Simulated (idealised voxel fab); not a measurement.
process module | voxel self aligned vias
cross-section cut | 240 nm wide | cells 5 nm
A cross-section is a grid of square cells, given in bands from the top down. A band is one or more rows of cells.
Each band's line starts with the height of the band's top and of its bottom, in nm. Then come its materials from left to right, each with its width in nm. One material with "throughout" fills the band from edge to edge. "air" is empty space.
Height 0 is the level under which the wafer as received is all one material. The lowest band goes on downwards, as in "0 down".
A width such as "30 to 40" changes by the same amount from each row of cells to the next, from the band's top row to its bottom row.
"no change" after a step means that no cell of the cross-section changed.
closed voids: empty space of 8 cells or more with no open way to the top, each as width x height at its distance from the left edge, in nm
after a step's settings: what the simulator itself notes on the step
overlay nm, on a step with a mask: how far to the right of its planned place the mask lay; to the left if negative
plan
1 op RECEIVE | material Si
2 op CONFORMAL_DEP | material SiO2 | thk nm 15
3 op CONFORMAL_DEP | material SiCN | thk nm 5
4 op DIRECTIONAL_DEP | material lowk | thk nm 25
5 op MASKED_ETCH | tone open | mask id LINES | width nm 30 | pitch nm 65 | etch materials lowk | depth nm 25 | overlay nm 0
6 op CONFORMAL_DEP | material TiN | thk nm 5
7 op FILL_DEP | material W | thk nm 10
8 op CMP | height nm 45
9 op SELECTIVE_ETCH | etch materials W Ru TiN | depth nm 10
10 op FILL_DEP | material SiN | thk nm 5
11 op CMP | height nm 45
12 op DIRECTIONAL_DEP | material lowk | thk nm 20
13 op PATTERN | tone open | mask id VIAS | material resist | width nm 40 | pitch nm 65 | thk nm 15 | overlay nm 0
14 op DIRECTIONAL_ETCH | etch materials lowk | depth nm 20
15 op DIRECTIONAL_ETCH | etch materials SiN | depth nm 10
16 op STRIP | etch materials resist
17 op CONFORMAL_DEP | material TiN | thk nm 5
18 op FILL_DEP | material Cu | thk nm 5
19 op CMP | height nm 65
20 op CONFORMAL_DEP | material SiCN | thk nm 5
first wafer, as planned
as received, after step 1
  0 down: Si throughout
  closed voids: none
after step 2
  15 to 0: SiO2 throughout
  below 0: unchanged
after step 3
  20 to 15: SiCN throughout
  below 15: unchanged
after step 4
  45 to 20: lowk throughout
  below 20: unchanged
after step 5
  45 to 20: lowk 40 | air 30 | lowk 35 | air 30 | lowk 35 | air 30 | lowk 40
  below 20: unchanged
after step 6
  50 to 45: TiN 45 | air 20 | TiN 45 | air 20 | TiN 45 | air 20 | TiN 45
  45 to 25: lowk 40 | TiN 5 | air 20 | TiN 5 | lowk 35 | TiN 5 | air 20 | TiN 5 | lowk 35 | TiN 5 | air 20 | TiN 5 | lowk 40
  25 to 20: lowk 40 | TiN 30 | lowk 35 | TiN 30 | lowk 35 | TiN 30 | lowk 40
  below 20: unchanged
after step 7
  60 to 50: W throughout
  50 to 45: TiN 45 | W 20 | TiN 45 | W 20 | TiN 45 | W 20 | TiN 45
  45 to 25: lowk 40 | TiN 5 | W 20 | TiN 5 | lowk 35 | TiN 5 | W 20 | TiN 5 | lowk 35 | TiN 5 | W 20 | TiN 5 | lowk 40
  below 25: unchanged
after step 8
  45 to 25: lowk 40 | TiN 5 | W 20 | TiN 5 | lowk 35 | TiN 5 | W 20 | TiN 5 | lowk 35 | TiN 5 | W 20 | TiN 5 | lowk 40
  below 25: unchanged
after step 9
  45 to 35: lowk 40 | air 30 | lowk 35 | air 30 | lowk 35 | air 30 | lowk 40
  below 35: unchanged
after step 10
  50 to 45: SiN throughout
  45 to 35: lowk 40 | SiN 30 | lowk 35 | SiN 30 | lowk 35 | SiN 30 | lowk 40
  below 35: unchanged
after step 11
  45 to 35: lowk 40 | SiN 30 | lowk 35 | SiN 30 | lowk 35 | SiN 30 | lowk 40
  below 35: unchanged
after step 12
  65 to 45: lowk throughout
  below 45: unchanged
after step 13
  80 to 65: resist 35 | air 40 | resist 25 | air 40 | resist 25 | air 40 | resist 35
  below 65: unchanged
after step 14
  80 to 65: resist 35 | air 40 | resist 25 | air 40 | resist 25 | air 40 | resist 35
  65 to 45: lowk 35 | air 40 | lowk 25 | air 40 | lowk 25 | air 40 | lowk 35
  below 45: unchanged
after step 15
  80 to 65: resist 35 | air 40 | resist 25 | air 40 | resist 25 | air 40 | resist 35
  65 to 45: lowk 35 | air 40 | lowk 25 | air 40 | lowk 25 | air 40 | lowk 35
  45 to 35: lowk 40 | air 30 | lowk 35 | air 30 | lowk 35 | air 30 | lowk 40
  below 35: unchanged
after step 16
  65 to 45: lowk 35 | air 40 | lowk 25 | air 40 | lowk 25 | air 40 | lowk 35
  below 45: unchanged
after step 17
  70 to 65: TiN 40 | air 30 | TiN 35 | air 30 | TiN 35 | air 30 | TiN 40
  65 to 50: lowk 35 | TiN 5 | air 30 | TiN 5 | lowk 25 | TiN 5 | air 30 | TiN 5 | lowk 25 | TiN 5 | air 30 | TiN 5 | lowk 35
  50 to 40: lowk 35 to 40 | TiN 10 to 5 | air 20 | TiN 10 to 5 | lowk 25 to 35 | TiN 10 to 5 | air 20 | TiN 10 to 5 | lowk 25 to 35 | TiN 10 to 5 | air 20 | TiN 10 to 5 | lowk 35 to 40
  40 to 35: lowk 40 | TiN 30 | lowk 35 | TiN 30 | lowk 35 | TiN 30 | lowk 40
  below 35: unchanged
after step 18
  75 to 70: Cu throughout
  70 to 65: TiN 40 | Cu 30 | TiN 35 | Cu 30 | TiN 35 | Cu 30 | TiN 40
  65 to 50: lowk 35 | TiN 5 | Cu 30 | TiN 5 | lowk 25 | TiN 5 | Cu 30 | TiN 5 | lowk 25 | TiN 5 | Cu 30 | TiN 5 | lowk 35
  50 to 40: lowk 35 to 40 | TiN 10 to 5 | Cu 20 | TiN 10 to 5 | lowk 25 to 35 | TiN 10 to 5 | Cu 20 | TiN 10 to 5 | lowk 25 to 35 | TiN 10 to 5 | Cu 20 | TiN 10 to 5 | lowk 35 to 40
  below 40: unchanged
after step 19
  65 to 50: lowk 35 | TiN 5 | Cu 30 | TiN 5 | lowk 25 | TiN 5 | Cu 30 | TiN 5 | lowk 25 | TiN 5 | Cu 30 | TiN 5 | lowk 35
  below 50: unchanged
after step 20
  70 to 65: SiCN throughout
  below 65: unchanged
second wafer: like start, like plan, one mistake. Through step 13 it matches the first wafer
when step 14 should have ended
  80 to 65: resist 35 | air 40 | resist 25 | air 40 | resist 25 | air 40 | resist 35
  65 to 45: lowk 35 | air 40 | lowk 25 | air 40 | lowk 25 | air 40 | lowk 35
  45 to 35: lowk 35 | air 5 | SiN 30 | air 5 | lowk 25 | air 5 | SiN 30 | air 5 | lowk 25 | air 5 | SiN 30 | air 5 | lowk 35
  35 to 25: lowk 35 | air 5 | TiN 5 | W 20 | TiN 5 | air 5 | lowk 25 | air 5 | TiN 5 | W 20 | TiN 5 | air 5 | lowk 25 | air 5 | TiN 5 | W 20 | TiN 5 | air 5 | lowk 35
  below 25: unchanged
when step 15 should have ended
  80 to 65: resist 35 | air 40 | resist 25 | air 40 | resist 25 | air 40 | resist 35
  65 to 35: lowk 35 | air 40 | lowk 25 | air 40 | lowk 25 | air 40 | lowk 35
  below 35: unchanged
when step 16 should have ended
  65 to 35: lowk 35 | air 40 | lowk 25 | air 40 | lowk 25 | air 40 | lowk 35
  below 35: unchanged
when step 17 should have ended
  70 to 65: TiN 40 | air 30 | TiN 35 | air 30 | TiN 35 | air 30 | TiN 40
  65 to 40: lowk 35 | TiN 5 | air 30 | TiN 5 | lowk 25 | TiN 5 | air 30 | TiN 5 | lowk 25 | TiN 5 | air 30 | TiN 5 | lowk 35
  40 to 35: lowk 35 | TiN 40 | lowk 25 | TiN 40 | lowk 25 | TiN 40 | lowk 35
  35 to 25: lowk 35 | TiN 10 | W 20 | TiN 10 | lowk 25 | TiN 10 | W 20 | TiN 10 | lowk 25 | TiN 10 | W 20 | TiN 10 | lowk 35
  below 25: unchanged
when step 18 should have ended
  75 to 70: Cu throughout
  70 to 65: TiN 40 | Cu 30 | TiN 35 | Cu 30 | TiN 35 | Cu 30 | TiN 40
  65 to 40: lowk 35 | TiN 5 | Cu 30 | TiN 5 | lowk 25 | TiN 5 | Cu 30 | TiN 5 | lowk 25 | TiN 5 | Cu 30 | TiN 5 | lowk 35
  below 40: unchanged
when step 19 should have ended
  65 to 40: lowk 35 | TiN 5 | Cu 30 | TiN 5 | lowk 25 | TiN 5 | Cu 30 | TiN 5 | lowk 25 | TiN 5 | Cu 30 | TiN 5 | lowk 35
  below 40: unchanged
when step 20 should have ended
  70 to 65: SiCN throughout
  below 65: unchanged
what went wrong: step 14 was run twice
at the end the second wafer has, in cells: 12 more of Cu | 12 more of TiN | 24 fewer of lowk
